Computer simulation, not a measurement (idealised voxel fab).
Process module in this document: voxel wiring stack
For reference, the cross-section in this document is cut, with width 300 nm and square cells of 5 nm.
A cross-section is written here as square cells arranged in a grid, and it is given in bands from the top down, each band taking up one or more rows of cells. Band entry format. Leading values: height of top, height of bottom, nm. Remainder: materials in left-to-right order, each with its width in nm. Special words: "throughout" on a single material, which then fills the band edge to edge; "blank", empty space. Heights are measured from 0, the level below which the as-received wafer is all one material; the lowest band has no bottom and continues downward, written as in "0 -> down". Per-row width for "30->40": begins at first number (top row of band), ends at second number (bottom row), increment between rows held constant. Any step labelled "nothing different" changed none of the cells in the cross-section. "Enclosed internal cavities": empty spaces of 8 cells or more with no open way to the top, each given as width x height at distance, distance from the left edge, all in nm. Step line, after settings: the simulator's comment on this step. A step's line can hold "overlay nm"; with a mask on that step, the setting says how far right of the planned place the mask lay, while a negative setting says it lay to the left.
-- List of planned process steps
step 1: RECEIVE [material Si]
step 2: CONFORMAL_DEP [material SiO2] [thk nm 15]
step 3: DIRECTIONAL_DEP [material TiN] [thk nm 5]
step 4: DIRECTIONAL_DEP [material Ru] [thk nm 25]
step 5: PATTERN [tone cover] [mask id METAL_1] [material resist] [width nm 30] [pitch nm 45] [thk nm 20] [overlay nm 0]
step 6: DIRECTIONAL_ETCH [etch materials Ru] [depth nm 25]
step 7: DIRECTIONAL_ETCH [etch materials TiN] [depth nm 5]
step 8: STRIP [etch materials resist]
step 9: CONFORMAL_DEP [material SiN] [thk nm 5]
step 10: FILL_DEP [material lowk] [thk nm 10]
step 11: CMP [height nm 45]
step 12: CONFORMAL_DEP [material SiCN] [thk nm 5]
step 13: DIRECTIONAL_DEP [material lowk] [thk nm 30]
step 14: MASKED_ETCH [tone open] [mask id METAL_2_HOLES] [width nm 15] [pitch nm 45] [etch materials lowk] [depth nm 30] [overlay nm 0]
step 15: MASKED_ETCH [tone open] [mask id METAL_2] [width nm 30] [pitch nm 45] [etch materials lowk] [depth nm 15] [overlay nm 0]
step 16: MASKED_ETCH [tone open] [mask id METAL_2] [width nm 30] [pitch nm 45] [etch materials SiCN] [depth nm 5] [overlay nm 0]
step 17: CONFORMAL_DEP [material TiN] [thk nm 5]
step 18: FILL_DEP [material Cu] [thk nm 10]
step 19: CMP [height nm 80]
step 20: CONFORMAL_DEP [material SiCN] [thk nm 5]
step 21: DIRECTIONAL_DEP [material SiO2] [thk nm 30]
step 22: PATTERN [tone open] [mask id METAL_3] [material resist] [width nm 30] [pitch nm 45] [thk nm 20] [overlay nm 0]
step 23: DIRECTIONAL_ETCH [etch materials SiO2] [depth nm 15]
step 24: STRIP [etch materials resist]
step 25: MASKED_ETCH [tone open] [mask id METAL_3_HOLES] [width nm 15] [pitch nm 45] [etch materials SiO2] [depth nm 15] [overlay nm 0]
step 26: MASKED_ETCH [tone open] [mask id METAL_3_HOLES] [width nm 15] [pitch nm 45] [etch materials SiCN] [depth nm 5] [overlay nm 0]
step 27: CONFORMAL_DEP [material TiN] [thk nm 5]
step 28: FILL_DEP [material Cu] [thk nm 10]
step 29: CMP [height nm 115]
step 30: CONFORMAL_DEP [material SiN] [thk nm 5]
-- The first wafer of two, processed as planned
-- As-received state of the wafer in cross-section, equivalent to post-step 1
- 0 -> down | Si throughout
- Enclosed internal cavities: none
-- Cross-section of the wafer after step 2
- 15 -> 0 | SiO2 throughout
- No changes below 0.
-- Cross-section of the wafer after step 3
- 20 -> 15 | TiN throughout
- No changes below 15.
-- Cross-section of the wafer after step 4
- 45 -> 20 | Ru throughout
- No changes below 20.
-- Cross-section of the wafer after step 5
- 65 -> 45 | 65 blank | 30 resist | 15 blank | 30 resist | 15 blank | 30 resist | 15 blank | 30 resist | 70 blank
- No changes below 45.
-- Cross-section of the wafer after step 6
- 65 -> 45 | 65 blank | 30 resist | 15 blank | 30 resist | 15 blank | 30 resist | 15 blank | 30 resist | 70 blank
- 45 -> 20 | 65 blank | 30 Ru | 15 blank | 30 Ru | 15 blank | 30 Ru | 15 blank | 30 Ru | 70 blank
- No changes below 20.
-- Cross-section of the wafer after step 7
- 65 -> 45 | 65 blank | 30 resist | 15 blank | 30 resist | 15 blank | 30 resist | 15 blank | 30 resist | 70 blank
- 45 -> 20 | 65 blank | 30 Ru | 15 blank | 30 Ru | 15 blank | 30 Ru | 15 blank | 30 Ru | 70 blank
- 20 -> 15 | 65 blank | 30 TiN | 15 blank | 30 TiN | 15 blank | 30 TiN | 15 blank | 30 TiN | 70 blank
- No changes below 15.
-- Cross-section of the wafer after step 8
- 45 -> 20 | 65 blank | 30 Ru | 15 blank | 30 Ru | 15 blank | 30 Ru | 15 blank | 30 Ru | 70 blank
- No changes below 20.
-- Cross-section of the wafer after step 9
- 50 -> 45 | 60 blank | 40 SiN | 5 blank | 40 SiN | 5 blank | 40 SiN | 5 blank | 40 SiN | 65 blank
- 45 -> 20 | 60 blank | 5 SiN | 30 Ru | 5 SiN | 5 blank | 5 SiN | 30 Ru | 5 SiN | 5 blank | 5 SiN | 30 Ru | 5 SiN | 5 blank | 5 SiN | 30 Ru | 5 SiN | 65 blank
- 20 -> 15 | 65 SiN | 30 TiN | 15 SiN | 30 TiN | 15 SiN | 30 TiN | 15 SiN | 30 TiN | 70 SiN
- No changes below 15.
-- Cross-section of the wafer after step 10
- 60 -> 50 | lowk throughout
- 50 -> 45 | 60 lowk | 40 SiN | 5 lowk | 40 SiN | 5 lowk | 40 SiN | 5 lowk | 40 SiN | 65 lowk
- 45 -> 20 | 60 lowk | 5 SiN | 30 Ru | 5 SiN | 5 lowk | 5 SiN | 30 Ru | 5 SiN | 5 lowk | 5 SiN | 30 Ru | 5 SiN | 5 lowk | 5 SiN | 30 Ru | 5 SiN | 65 lowk
- No changes below 20.
-- Cross-section of the wafer after step 11
- 45 -> 20 | 60 lowk | 5 SiN | 30 Ru | 5 SiN | 5 lowk | 5 SiN | 30 Ru | 5 SiN | 5 lowk | 5 SiN | 30 Ru | 5 SiN | 5 lowk | 5 SiN | 30 Ru | 5 SiN | 65 lowk
- No changes below 20.
-- Cross-section of the wafer after step 12
- 50 -> 45 | SiCN throughout
- No changes below 45.
-- Cross-section of the wafer after step 13
- 80 -> 50 | lowk throughout
- No changes below 50.
-- Cross-section of the wafer after step 14
- 80 -> 50 | 65 lowk | 15 blank | 30 lowk | 15 blank | 30 lowk | 15 blank | 30 lowk | 15 blank | 85 lowk
- No changes below 50.
-- Cross-section of the wafer after step 15
- 80 -> 65 | 65 lowk | 30 blank | 15 lowk | 30 blank | 15 lowk | 30 blank | 15 lowk | 30 blank | 70 lowk
- No changes below 65.
-- Cross-section of the wafer after step 16
- 80 -> 65 | 65 lowk | 30 blank | 15 lowk | 30 blank | 15 lowk | 30 blank | 15 lowk | 30 blank | 70 lowk
- 65 -> 50 | 65 lowk | 15 blank | 30 lowk | 15 blank | 30 lowk | 15 blank | 30 lowk | 15 blank | 85 lowk
- 50 -> 45 | 65 SiCN | 15 blank | 30 SiCN | 15 blank | 30 SiCN | 15 blank | 30 SiCN | 15 blank | 85 SiCN
- No changes below 45.
-- Cross-section of the wafer after step 17
- 85 -> 80 | 70 TiN | 20 blank | 25 TiN | 20 blank | 25 TiN | 20 blank | 25 TiN | 20 blank | 75 TiN
- 80 -> 70 | 65 lowk | 5 TiN | 20 blank | 5 TiN | 15 lowk | 5 TiN | 20 blank | 5 TiN | 15 lowk | 5 TiN | 20 blank | 5 TiN | 15 lowk | 5 TiN | 20 blank | 5 TiN | 70 lowk
- 70 -> 65 | 65 lowk | 5 TiN | 5 blank | 20 TiN | 15 lowk | 5 TiN | 5 blank | 20 TiN | 15 lowk | 5 TiN | 5 blank | 20 TiN | 15 lowk | 5 TiN | 5 blank | 20 TiN | 70 lowk
- 65 -> 50 | 65 lowk | 5 TiN | 5 blank | 5 TiN | 30 lowk | 5 TiN | 5 blank | 5 TiN | 30 lowk | 5 TiN | 5 blank | 5 TiN | 30 lowk | 5 TiN | 5 blank | 5 TiN | 85 lowk
- 50 -> 45 | 65 SiCN | 15 TiN | 30 SiCN | 15 TiN | 30 SiCN | 15 TiN | 30 SiCN | 15 TiN | 85 SiCN
- No changes below 45.
-- Cross-section of the wafer after step 18
- 95 -> 85 | Cu throughout
- 85 -> 80 | 70 TiN | 20 Cu | 25 TiN | 20 Cu | 25 TiN | 20 Cu | 25 TiN | 20 Cu | 75 TiN
- 80 -> 70 | 65 lowk | 5 TiN | 20 Cu | 5 TiN | 15 lowk | 5 TiN | 20 Cu | 5 TiN | 15 lowk | 5 TiN | 20 Cu | 5 TiN | 15 lowk | 5 TiN | 20 Cu | 5 TiN | 70 lowk
- 70 -> 65 | 65 lowk | 5 TiN | 5 Cu | 20 TiN | 15 lowk | 5 TiN | 5 Cu | 20 TiN | 15 lowk | 5 TiN | 5 Cu | 20 TiN | 15 lowk | 5 TiN | 5 Cu | 20 TiN | 70 lowk
- 65 -> 50 | 65 lowk | 5 TiN | 5 Cu | 5 TiN | 30 lowk | 5 TiN | 5 Cu | 5 TiN | 30 lowk | 5 TiN | 5 Cu | 5 TiN | 30 lowk | 5 TiN | 5 Cu | 5 TiN | 85 lowk
- No changes below 50.
-- Cross-section of the wafer after step 19
- 80 -> 70 | 65 lowk | 5 TiN | 20 Cu | 5 TiN | 15 lowk | 5 TiN | 20 Cu | 5 TiN | 15 lowk | 5 TiN | 20 Cu | 5 TiN | 15 lowk | 5 TiN | 20 Cu | 5 TiN | 70 lowk
- No changes below 70.
-- Cross-section of the wafer after step 20
- 85 -> 80 | SiCN throughout
- No changes below 80.
-- Cross-section of the wafer after step 21
- 115 -> 85 | SiO2 throughout
- No changes below 85.
-- Cross-section of the wafer after step 22
- 135 -> 115 | 65 resist | 30 blank | 15 resist | 30 blank | 15 resist | 30 blank | 15 resist | 30 blank | 70 resist
- No changes below 115.
-- Cross-section of the wafer after step 23
- 135 -> 115 | 65 resist | 30 blank | 15 resist | 30 blank | 15 resist | 30 blank | 15 resist | 30 blank | 70 resist
- 115 -> 100 | 65 SiO2 | 30 blank | 15 SiO2 | 30 blank | 15 SiO2 | 30 blank | 15 SiO2 | 30 blank | 70 SiO2
- No changes below 100.
-- Cross-section of the wafer after step 24
- 115 -> 100 | 65 SiO2 | 30 blank | 15 SiO2 | 30 blank | 15 SiO2 | 30 blank | 15 SiO2 | 30 blank | 70 SiO2
- No changes below 100.
-- Cross-section of the wafer after step 25
- 115 -> 100 | 65 SiO2 | 30 blank | 15 SiO2 | 30 blank | 15 SiO2 | 30 blank | 15 SiO2 | 30 blank | 70 SiO2
- 100 -> 85 | 65 SiO2 | 15 blank | 30 SiO2 | 15 blank | 30 SiO2 | 15 blank | 30 SiO2 | 15 blank | 85 SiO2
- No changes below 85.
-- Cross-section of the wafer after step 26
- 115 -> 100 | 65 SiO2 | 30 blank | 15 SiO2 | 30 blank | 15 SiO2 | 30 blank | 15 SiO2 | 30 blank | 70 SiO2
- 100 -> 85 | 65 SiO2 | 15 blank | 30 SiO2 | 15 blank | 30 SiO2 | 15 blank | 30 SiO2 | 15 blank | 85 SiO2
- 85 -> 80 | 65 SiCN | 15 blank | 30 SiCN | 15 blank | 30 SiCN | 15 blank | 30 SiCN | 15 blank | 85 SiCN
- No changes below 80.
-- Cross-section of the wafer after step 27
- 120 -> 115 | 70 TiN | 20 blank | 25 TiN | 20 blank | 25 TiN | 20 blank | 25 TiN | 20 blank | 75 TiN
- 115 -> 105 | 65 SiO2 | 5 TiN | 20 blank | 5 TiN | 15 SiO2 | 5 TiN | 20 blank | 5 TiN | 15 SiO2 | 5 TiN | 20 blank | 5 TiN | 15 SiO2 | 5 TiN | 20 blank | 5 TiN | 70 SiO2
- 105 -> 100 | 65 SiO2 | 5 TiN | 5 blank | 20 TiN | 15 SiO2 | 5 TiN | 5 blank | 20 TiN | 15 SiO2 | 5 TiN | 5 blank | 20 TiN | 15 SiO2 | 5 TiN | 5 blank | 20 TiN | 70 SiO2
- 100 -> 85 | 65 SiO2 | 5 TiN | 5 blank | 5 TiN | 30 SiO2 | 5 TiN | 5 blank | 5 TiN | 30 SiO2 | 5 TiN | 5 blank | 5 TiN | 30 SiO2 | 5 TiN | 5 blank | 5 TiN | 85 SiO2
- 85 -> 80 | 65 SiCN | 15 TiN | 30 SiCN | 15 TiN | 30 SiCN | 15 TiN | 30 SiCN | 15 TiN | 85 SiCN
- No changes below 80.
-- Cross-section of the wafer after step 28
- 130 -> 120 | Cu throughout
- 120 -> 115 | 70 TiN | 20 Cu | 25 TiN | 20 Cu | 25 TiN | 20 Cu | 25 TiN | 20 Cu | 75 TiN
- 115 -> 105 | 65 SiO2 | 5 TiN | 20 Cu | 5 TiN | 15 SiO2 | 5 TiN | 20 Cu | 5 TiN | 15 SiO2 | 5 TiN | 20 Cu | 5 TiN | 15 SiO2 | 5 TiN | 20 Cu | 5 TiN | 70 SiO2
- 105 -> 100 | 65 SiO2 | 5 TiN | 5 Cu | 20 TiN | 15 SiO2 | 5 TiN | 5 Cu | 20 TiN | 15 SiO2 | 5 TiN | 5 Cu | 20 TiN | 15 SiO2 | 5 TiN | 5 Cu | 20 TiN | 70 SiO2
- 100 -> 85 | 65 SiO2 | 5 TiN | 5 Cu | 5 TiN | 30 SiO2 | 5 TiN | 5 Cu | 5 TiN | 30 SiO2 | 5 TiN | 5 Cu | 5 TiN | 30 SiO2 | 5 TiN | 5 Cu | 5 TiN | 85 SiO2
- No changes below 85.
-- Cross-section of the wafer after step 29
- 115 -> 105 | 65 SiO2 | 5 TiN | 20 Cu | 5 TiN | 15 SiO2 | 5 TiN | 20 Cu | 5 TiN | 15 SiO2 | 5 TiN | 20 Cu | 5 TiN | 15 SiO2 | 5 TiN | 20 Cu | 5 TiN | 70 SiO2
- No changes below 105.
-- Cross-section of the wafer after step 30
- 120 -> 115 | SiN throughout
- No changes below 115.
-- The second wafer: identical to the first at the outset and in its planned sequence, differing only in that one mistake was made during processing; up to and including step 1, its path is the first wafer's path
-- Second wafer, cross-section, planned end of step 2
- 30 -> 0 | SiO2 throughout
- No changes below 0.
-- Second wafer, cross-section, planned end of step 3
- 35 -> 30 | TiN throughout
- No changes below 30.
-- Second wafer, cross-section, planned end of step 4
- 60 -> 35 | Ru throughout
- No changes below 35.
-- Second wafer, cross-section, planned end of step 5
- 80 -> 60 | 65 blank | 30 resist | 15 blank | 30 resist | 15 blank | 30 resist | 15 blank | 30 resist | 70 blank
- No changes below 60.
-- Second wafer, cross-section, planned end of step 6
- 80 -> 60 | 65 blank | 30 resist | 15 blank | 30 resist | 15 blank | 30 resist | 15 blank | 30 resist | 70 blank
- 60 -> 35 | 65 blank | 30 Ru | 15 blank | 30 Ru | 15 blank | 30 Ru | 15 blank | 30 Ru | 70 blank
- No changes below 35.
-- Second wafer, cross-section, planned end of step 7
- 80 -> 60 | 65 blank | 30 resist | 15 blank | 30 resist | 15 blank | 30 resist | 15 blank | 30 resist | 70 blank
- 60 -> 35 | 65 blank | 30 Ru | 15 blank | 30 Ru | 15 blank | 30 Ru | 15 blank | 30 Ru | 70 blank
- 35 -> 30 | 65 blank | 30 TiN | 15 blank | 30 TiN | 15 blank | 30 TiN | 15 blank | 30 TiN | 70 blank
- No changes below 30.
-- Second wafer, cross-section, planned end of step 8
- 60 -> 35 | 65 blank | 30 Ru | 15 blank | 30 Ru | 15 blank | 30 Ru | 15 blank | 30 Ru | 70 blank
- No changes below 35.
-- Second wafer, cross-section, planned end of step 9
- 65 -> 60 | 60 blank | 40 SiN | 5 blank | 40 SiN | 5 blank | 40 SiN | 5 blank | 40 SiN | 65 blank
- 60 -> 35 | 60 blank | 5 SiN | 30 Ru | 5 SiN | 5 blank | 5 SiN | 30 Ru | 5 SiN | 5 blank | 5 SiN | 30 Ru | 5 SiN | 5 blank | 5 SiN | 30 Ru | 5 SiN | 65 blank
- 35 -> 30 | 65 SiN | 30 TiN | 15 SiN | 30 TiN | 15 SiN | 30 TiN | 15 SiN | 30 TiN | 70 SiN
- No changes below 30.
-- Second wafer, cross-section, planned end of step 10
- 75 -> 65 | lowk throughout
- 65 -> 60 | 60 lowk | 40 SiN | 5 lowk | 40 SiN | 5 lowk | 40 SiN | 5 lowk | 40 SiN | 65 lowk
- 60 -> 35 | 60 lowk | 5 SiN | 30 Ru | 5 SiN | 5 lowk | 5 SiN | 30 Ru | 5 SiN | 5 lowk | 5 SiN | 30 Ru | 5 SiN | 5 lowk | 5 SiN | 30 Ru | 5 SiN | 65 lowk
- No changes below 35.
-- Second wafer, cross-section, planned end of step 11
- 45 -> 35 | 60 lowk | 5 SiN | 30 Ru | 5 SiN | 5 lowk | 5 SiN | 30 Ru | 5 SiN | 5 lowk | 5 SiN | 30 Ru | 5 SiN | 5 lowk | 5 SiN | 30 Ru | 5 SiN | 65 lowk
- No changes below 35.
-- Second wafer, cross-section, planned end of step 12
- 50 -> 45 | SiCN throughout
- No changes below 45.
-- Second wafer, cross-section, planned end of step 13
- 80 -> 50 | lowk throughout
- No changes below 50.
-- Second wafer, cross-section, planned end of step 14
- 80 -> 50 | 65 lowk | 15 blank | 30 lowk | 15 blank | 30 lowk | 15 blank | 30 lowk | 15 blank | 85 lowk
- No changes below 50.
-- Second wafer, cross-section, planned end of step 15
- 80 -> 65 | 65 lowk | 30 blank | 15 lowk | 30 blank | 15 lowk | 30 blank | 15 lowk | 30 blank | 70 lowk
- No changes below 65.
-- Second wafer, cross-section, planned end of step 16
- 80 -> 65 | 65 lowk | 30 blank | 15 lowk | 30 blank | 15 lowk | 30 blank | 15 lowk | 30 blank | 70 lowk
- 65 -> 50 | 65 lowk | 15 blank | 30 lowk | 15 blank | 30 lowk | 15 blank | 30 lowk | 15 blank | 85 lowk
- 50 -> 45 | 65 SiCN | 15 blank | 30 SiCN | 15 blank | 30 SiCN | 15 blank | 30 SiCN | 15 blank | 85 SiCN
- No changes below 45.
-- Second wafer, cross-section, planned end of step 17
- 85 -> 80 | 70 TiN | 20 blank | 25 TiN | 20 blank | 25 TiN | 20 blank | 25 TiN | 20 blank | 75 TiN
- 80 -> 70 | 65 lowk | 5 TiN | 20 blank | 5 TiN | 15 lowk | 5 TiN | 20 blank | 5 TiN | 15 lowk | 5 TiN | 20 blank | 5 TiN | 15 lowk | 5 TiN | 20 blank | 5 TiN | 70 lowk
- 70 -> 65 | 65 lowk | 5 TiN | 5 blank | 20 TiN | 15 lowk | 5 TiN | 5 blank | 20 TiN | 15 lowk | 5 TiN | 5 blank | 20 TiN | 15 lowk | 5 TiN | 5 blank | 20 TiN | 70 lowk
- 65 -> 50 | 65 lowk | 5 TiN | 5 blank | 5 TiN | 30 lowk | 5 TiN | 5 blank | 5 TiN | 30 lowk | 5 TiN | 5 blank | 5 TiN | 30 lowk | 5 TiN | 5 blank | 5 TiN | 85 lowk
- 50 -> 45 | 65 SiCN | 15 TiN | 30 SiCN | 15 TiN | 30 SiCN | 15 TiN | 30 SiCN | 15 TiN | 85 SiCN
- No changes below 45.
-- Second wafer, cross-section, planned end of step 18
- 95 -> 85 | Cu throughout
- 85 -> 80 | 70 TiN | 20 Cu | 25 TiN | 20 Cu | 25 TiN | 20 Cu | 25 TiN | 20 Cu | 75 TiN
- 80 -> 70 | 65 lowk | 5 TiN | 20 Cu | 5 TiN | 15 lowk | 5 TiN | 20 Cu | 5 TiN | 15 lowk | 5 TiN | 20 Cu | 5 TiN | 15 lowk | 5 TiN | 20 Cu | 5 TiN | 70 lowk
- 70 -> 65 | 65 lowk | 5 TiN | 5 Cu | 20 TiN | 15 lowk | 5 TiN | 5 Cu | 20 TiN | 15 lowk | 5 TiN | 5 Cu | 20 TiN | 15 lowk | 5 TiN | 5 Cu | 20 TiN | 70 lowk
- 65 -> 50 | 65 lowk | 5 TiN | 5 Cu | 5 TiN | 30 lowk | 5 TiN | 5 Cu | 5 TiN | 30 lowk | 5 TiN | 5 Cu | 5 TiN | 30 lowk | 5 TiN | 5 Cu | 5 TiN | 85 lowk
- No changes below 50.
-- Second wafer, cross-section, planned end of step 19
- 80 -> 70 | 65 lowk | 5 TiN | 20 Cu | 5 TiN | 15 lowk | 5 TiN | 20 Cu | 5 TiN | 15 lowk | 5 TiN | 20 Cu | 5 TiN | 15 lowk | 5 TiN | 20 Cu | 5 TiN | 70 lowk
- No changes below 70.
-- Second wafer, cross-section, planned end of step 20
- 85 -> 80 | SiCN throughout
- No changes below 80.
-- Second wafer, cross-section, planned end of step 21
- 115 -> 85 | SiO2 throughout
- No changes below 85.
-- Second wafer, cross-section, planned end of step 22
- 135 -> 115 | 65 resist | 30 blank | 15 resist | 30 blank | 15 resist | 30 blank | 15 resist | 30 blank | 70 resist
- No changes below 115.
-- Second wafer, cross-section, planned end of step 23
- 135 -> 115 | 65 resist | 30 blank | 15 resist | 30 blank | 15 resist | 30 blank | 15 resist | 30 blank | 70 resist
- 115 -> 100 | 65 SiO2 | 30 blank | 15 SiO2 | 30 blank | 15 SiO2 | 30 blank | 15 SiO2 | 30 blank | 70 SiO2
- No changes below 100.
-- Second wafer, cross-section, planned end of step 24
- 115 -> 100 | 65 SiO2 | 30 blank | 15 SiO2 | 30 blank | 15 SiO2 | 30 blank | 15 SiO2 | 30 blank | 70 SiO2
- No changes below 100.
-- Second wafer, cross-section, planned end of step 25
- 115 -> 100 | 65 SiO2 | 30 blank | 15 SiO2 | 30 blank | 15 SiO2 | 30 blank | 15 SiO2 | 30 blank | 70 SiO2
- 100 -> 85 | 65 SiO2 | 15 blank | 30 SiO2 | 15 blank | 30 SiO2 | 15 blank | 30 SiO2 | 15 blank | 85 SiO2
- No changes below 85.
-- Second wafer, cross-section, planned end of step 26
- 115 -> 100 | 65 SiO2 | 30 blank | 15 SiO2 | 30 blank | 15 SiO2 | 30 blank | 15 SiO2 | 30 blank | 70 SiO2
- 100 -> 85 | 65 SiO2 | 15 blank | 30 SiO2 | 15 blank | 30 SiO2 | 15 blank | 30 SiO2 | 15 blank | 85 SiO2
- 85 -> 80 | 65 SiCN | 15 blank | 30 SiCN | 15 blank | 30 SiCN | 15 blank | 30 SiCN | 15 blank | 85 SiCN
- No changes below 80.
-- Second wafer, cross-section, planned end of step 27
- 120 -> 115 | 70 TiN | 20 blank | 25 TiN | 20 blank | 25 TiN | 20 blank | 25 TiN | 20 blank | 75 TiN
- 115 -> 105 | 65 SiO2 | 5 TiN | 20 blank | 5 TiN | 15 SiO2 | 5 TiN | 20 blank | 5 TiN | 15 SiO2 | 5 TiN | 20 blank | 5 TiN | 15 SiO2 | 5 TiN | 20 blank | 5 TiN | 70 SiO2
- 105 -> 100 | 65 SiO2 | 5 TiN | 5 blank | 20 TiN | 15 SiO2 | 5 TiN | 5 blank | 20 TiN | 15 SiO2 | 5 TiN | 5 blank | 20 TiN | 15 SiO2 | 5 TiN | 5 blank | 20 TiN | 70 SiO2
- 100 -> 85 | 65 SiO2 | 5 TiN | 5 blank | 5 TiN | 30 SiO2 | 5 TiN | 5 blank | 5 TiN | 30 SiO2 | 5 TiN | 5 blank | 5 TiN | 30 SiO2 | 5 TiN | 5 blank | 5 TiN | 85 SiO2
- 85 -> 80 | 65 SiCN | 15 TiN | 30 SiCN | 15 TiN | 30 SiCN | 15 TiN | 30 SiCN | 15 TiN | 85 SiCN
- No changes below 80.
-- Second wafer, cross-section, planned end of step 28
- 130 -> 120 | Cu throughout
- 120 -> 115 | 70 TiN | 20 Cu | 25 TiN | 20 Cu | 25 TiN | 20 Cu | 25 TiN | 20 Cu | 75 TiN
- 115 -> 105 | 65 SiO2 | 5 TiN | 20 Cu | 5 TiN | 15 SiO2 | 5 TiN | 20 Cu | 5 TiN | 15 SiO2 | 5 TiN | 20 Cu | 5 TiN | 15 SiO2 | 5 TiN | 20 Cu | 5 TiN | 70 SiO2
- 105 -> 100 | 65 SiO2 | 5 TiN | 5 Cu | 20 TiN | 15 SiO2 | 5 TiN | 5 Cu | 20 TiN | 15 SiO2 | 5 TiN | 5 Cu | 20 TiN | 15 SiO2 | 5 TiN | 5 Cu | 20 TiN | 70 SiO2
- 100 -> 85 | 65 SiO2 | 5 TiN | 5 Cu | 5 TiN | 30 SiO2 | 5 TiN | 5 Cu | 5 TiN | 30 SiO2 | 5 TiN | 5 Cu | 5 TiN | 30 SiO2 | 5 TiN | 5 Cu | 5 TiN | 85 SiO2
- No changes below 85.
-- Second wafer, cross-section, planned end of step 29
- 115 -> 105 | 65 SiO2 | 5 TiN | 20 Cu | 5 TiN | 15 SiO2 | 5 TiN | 20 Cu | 5 TiN | 15 SiO2 | 5 TiN | 20 Cu | 5 TiN | 15 SiO2 | 5 TiN | 20 Cu | 5 TiN | 70 SiO2
- No changes below 105.
-- Second wafer, cross-section, planned end of step 30
- 120 -> 115 | SiN throughout
- No changes below 115.
The plan and the run diverged here: step 2 was run twice
Final tally in cells, some materials are higher or lower on the second wafer than on the first: Ru -72 | SiN -24 | SiO2 +180 | lowk -84
